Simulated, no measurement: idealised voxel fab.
Presented below is a process module, voxel fin reveal.
Section cut is 270 nm wide and gridded with 5 nm square cells.
If you're reading a cross-section in this doc, picture square cells in a grid; it comes to you as bands, top ones listed first down to the bottom, and a band can be one or more rows of cells.
Heads up on the band format: heights come first, top then bottom, in nm. After that it's the materials left to right, each with its width in nm. A single material flagged "edge to edge" fills the whole band edge to edge, and "air" means there's empty space there.
Below 0: as-received wafer, all one material; heights counted from there. Lowest band: no bottom, goes on down, written "from 0 down".
The notation "30->40" denotes a width that varies across the rows of cells in the band, beginning at the first number in the top row, finishing at the second number in the bottom row, and changing by an identical amount from each row to the next.
The cross-section has no changed cell in any step marked "remains unaltered".
So "Trapped void list" is basically the list of trapped voids: any empty space of 8 cells or more that can't reach the top through an opening. They're written width x height at distance, the distance being from the left edge, and it's all nm.
Read whatever lies past the settings on a step's line as the simulator's own remark about the step.
overlay nm: on a step with a mask, how far right of its planned place the mask lay; negative means left.
THE STEPS PLANNED FOR THE PROCESS ARE AS FOLLOWS
1. RECEIVE with material Si
2. CONFORMAL_DEP with material SiN, thk nm 5
3. PATTERN with tone cover, mask id FINS, material resist, width nm 15, pitch nm 40, thk nm 15, overlay nm 0
4. DIRECTIONAL_ETCH with etch materials SiN, depth nm 5
5. DIRECTIONAL_ETCH with etch materials Si, depth nm 40
6. STRIP with etch materials resist
7. OXIDIZE with depth nm 5
8. FILL_DEP with material SiO2, thk nm 10
9. CMP with height nm 5
10. SELECTIVE_ETCH with etch materials SiO2, depth nm 30
11. STRIP with etch materials SiN
CROSS-SECTION OF THE WAFER AS IT CAME TO US, I.E., ALREADY THROUGH STEP 1
- from 0 down | Si edge to edge
- Trapped void list: none
SAME STARTING WAFER, SAME PLAN AS ABOVE, ONE MISTAKE IN THE EXECUTION; THIS IS THE CROSS-SECTION AT THE END OF THE MODULE
- from 0 to -25 | air 70; Si 5; air 35; Si 5; air 35; Si 5; air 35; Si 5; air 75
- from -25 to -30 | SiO2 35; air 35; Si 5; air 35; Si 5; air 35; Si 5; air 35; Si 5; air 35; SiO2 40
- from -30 to -45 | SiO2 70; Si 5; SiO2 35; Si 5; SiO2 35; Si 5; SiO2 35; Si 5; SiO2 75
- from -45 down | Si edge to edge
- Trapped void list: none
Here's what went sideways: steps 10 and 11: order swapped relative to plan
